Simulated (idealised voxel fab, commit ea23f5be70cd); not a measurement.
The process module that follows is named voxel plated lines.
Displayed cross-section: cut, width of 260 nm, square cells sized 5 nm.
Reading order for cross-sections: top band down to bottom band. Underlying form: a grid of square cells. Band size: one or more rows of cells. This entry defines a band. It first specifies the height of the band's top and the height of its bottom in nm, and then specifies the band's materials from left to right, stating each material with its width in nm. The word "throughout" identifies a single material that fills the band from edge to edge, while the word "blank" identifies empty space. We count height from 0. Below that, the starting wafer is all one material. The lowest band never ends at the bottom but goes on down; see "from 0 down" for how that is written. A two-number width, for instance "30 to 40", indicates that the width is equal to the first number in the top row of the band and to the second number in the bottom row, and that it changes by a constant amount per row of cells. Where the words "same as before" appear for a step, the cross-section shows no cell changed by that step; every cell remained as before. "Sealed void list": empty spaces of 8 cells or more with no open way to the top, each given as width x height at distance, distance from the left edge, all in nm. Step line, after settings: the simulator's comment on this step. A step's line can hold "overlay nm"; with a mask on that step, the setting says how far right of the planned place the mask lay, while a negative setting says it lay to the left.
**Steps in the process plan**
1) RECEIVE, material Si
2) CONFORMAL_DEP, material SiO2, thk nm 5
3) DIRECTIONAL_DEP, material TiN, thk nm 5
4) PATTERN, tone open, mask id LINES, material resist, width nm 20, pitch nm 50, thk nm 35, overlay nm 0
5) EPI, material Ru, thk nm 5
6) EPI, material Ru, thk nm 10
7) EPI, material Ru, thk nm 5
8) STRIP, etch materials resist
9) DIRECTIONAL_ETCH, etch materials TiN, depth nm 5
10) CONFORMAL_DEP, material SiO2, thk nm 10
varied across the wafers: width nm of step 4. The plan shows the first wafer's value. All wafers start alike
**Cross-section of the first of several received wafers, showing its state after step 1**
> from 0 down | Si throughout
> Sealed void list: none
**Last step of the module is step 10; after it, the first of several wafers in cross-section**
> from 40 to 30 | blank 35; SiO2 40; blank 10; SiO2 40; blank 10; SiO2 40; blank 10; SiO2 40; blank 35
> from 30 to 15 | blank 35; SiO2 10; Ru 20; SiO2 10; blank 10; SiO2 10; Ru 20; SiO2 10; blank 10; SiO2 10; Ru 20; SiO2 10; blank 10; SiO2 10; Ru 20; SiO2 10; blank 35
> from 15 to 10 | SiO2 45; Ru 20; SiO2 30; Ru 20; SiO2 30; Ru 20; SiO2 30; Ru 20; SiO2 45
> from 10 to 5 | SiO2 45; TiN 20; SiO2 30; TiN 20; SiO2 30; TiN 20; SiO2 30; TiN 20; SiO2 45
> from 5 to 0 | SiO2 throughout
> from 0 down | Si throughout
> Sealed void list: none
**The final wafer, sectioned at module end**
> from 40 to 30 | blank 30; SiO2 205; blank 25
> from 30 to 15 | blank 30; SiO2 10; Ru 35; SiO2 15; Ru 35; SiO2 15; Ru 35; SiO2 15; Ru 35; SiO2 10; blank 25
> from 15 to 10 | SiO2 40; Ru 35; SiO2 15; Ru 35; SiO2 15; Ru 35; SiO2 15; Ru 35; SiO2 35
> from 10 to 5 | SiO2 40; TiN 35; SiO2 15; TiN 35; SiO2 15; TiN 35; SiO2 15; TiN 35; SiO2 35
> from 5 to 0 | SiO2 throughout
> from 0 down | Si throughout
> Sealed void list: none
**each wafer at the end: cells of each material gained (+) or lost (-) since it was received, then its closed voids**
width nm 20 | +64 Ru | +236 SiO2 | +16 TiN | Sealed void list: none
width nm 25 | +80 Ru | +236 SiO2 | +20 TiN | Sealed void list: none
width nm 30 | +96 Ru | +236 SiO2 | +24 TiN | Sealed void list: none
width nm 35 | +112 Ru | +221 SiO2 | +28 TiN | Sealed void list: none
